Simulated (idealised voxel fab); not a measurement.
The following process module bears the name voxel tone inversion.
The width of the displayed cross-section, cut, is 150 nm; its cells are square, with a size of 5 nm.
When this document writes out a cross-section, it uses a grid of square cells and lists it as bands, beginning at the top and moving down, with a band standing for one or more rows of cells. Read a band's entry like this: the first values are the height of its top and the height of its bottom in nm, and what follows is the sequence of materials from left to right, each with its width in nm. Note that "blank" is empty space, and that a single material marked "all across" reaches across the band from edge to edge. We count height from 0. Below that, the starting wafer is all one material. The lowest band never ends at the bottom but goes on down; see "0..down" for how that is written. The two numbers in a width such as "30->40" mark its ends across the band: the first belongs to the top row of cells, the second to the bottom row, and from each row to the next the width moves by the same amount. "no alterations made" means the step left every cell of the cross-section as it was. What "Sealed voids" gives you is every empty space of 8 cells or more that is cut off from the top. Each appears as width x height at distance, with the distance taken from the left edge and width, height and distance all in nm. Heads up: the bit after the settings on a step's line is the simulator's remark on that step. A step's line can hold "overlay nm"; with a mask on that step, the setting says how far right of the planned place the mask lay, while a negative setting says it lay to the left.
## The following list gives the planned process steps
step 1: RECEIVE: material Si
step 2: CONFORMAL_DEP: material SiN, thk nm 10
step 3: DIRECTIONAL_DEP: material aC, thk nm 25
step 4: PATTERN: tone cover, mask id POSTS, material resist, width nm 15, pitch nm 45, thk nm 30, overlay nm 0
step 5: DIRECTIONAL_ETCH: etch materials aC, depth nm 25
step 6: STRIP: etch materials resist
step 7: FILL_DEP: material SiO2, thk nm 5
step 8: CMP: height nm 35
step 9: STRIP: etch materials aC
step 10: CONFORMAL_DEP: material TiN, thk nm 5
step 11: FILL_DEP: material W, thk nm 5
step 12: CMP: height nm 35
step 13: CONFORMAL_DEP: material SiCN, thk nm 5
## Cross-section of the wafer upon arrival, representing the state reached after step 1
	0..down  Si all across
	Sealed voids: none
## The following cross-section depicts the wafer upon conclusion of the module. Processing commenced from the starting condition illustrated above and adhered to the plan illustrated above, save for one mistake in execution
	40..35  SiCN all across
	35..15  15 nm W, then 5 nm TiN, then 15 nm SiO2, then 5 nm TiN, then 20 nm W, then 5 nm TiN, then 15 nm SiO2, then 5 nm TiN, then 20 nm W, then 5 nm TiN, then 15 nm SiO2, then 5 nm TiN, then 20 nm W
	15..10  20 nm TiN, then 15 nm SiO2, then 30 nm TiN, then 15 nm SiO2, then 30 nm TiN, then 15 nm SiO2, then 25 nm TiN
	10..0  SiN all across
	0..down  Si all across
	Sealed voids: none
Misprocessing identified: step 4 off recipe, ran as PATTERN: tone open, mask id POSTS, material resist, width nm 15, pitch nm 45, thk nm 30, overlay nm 0
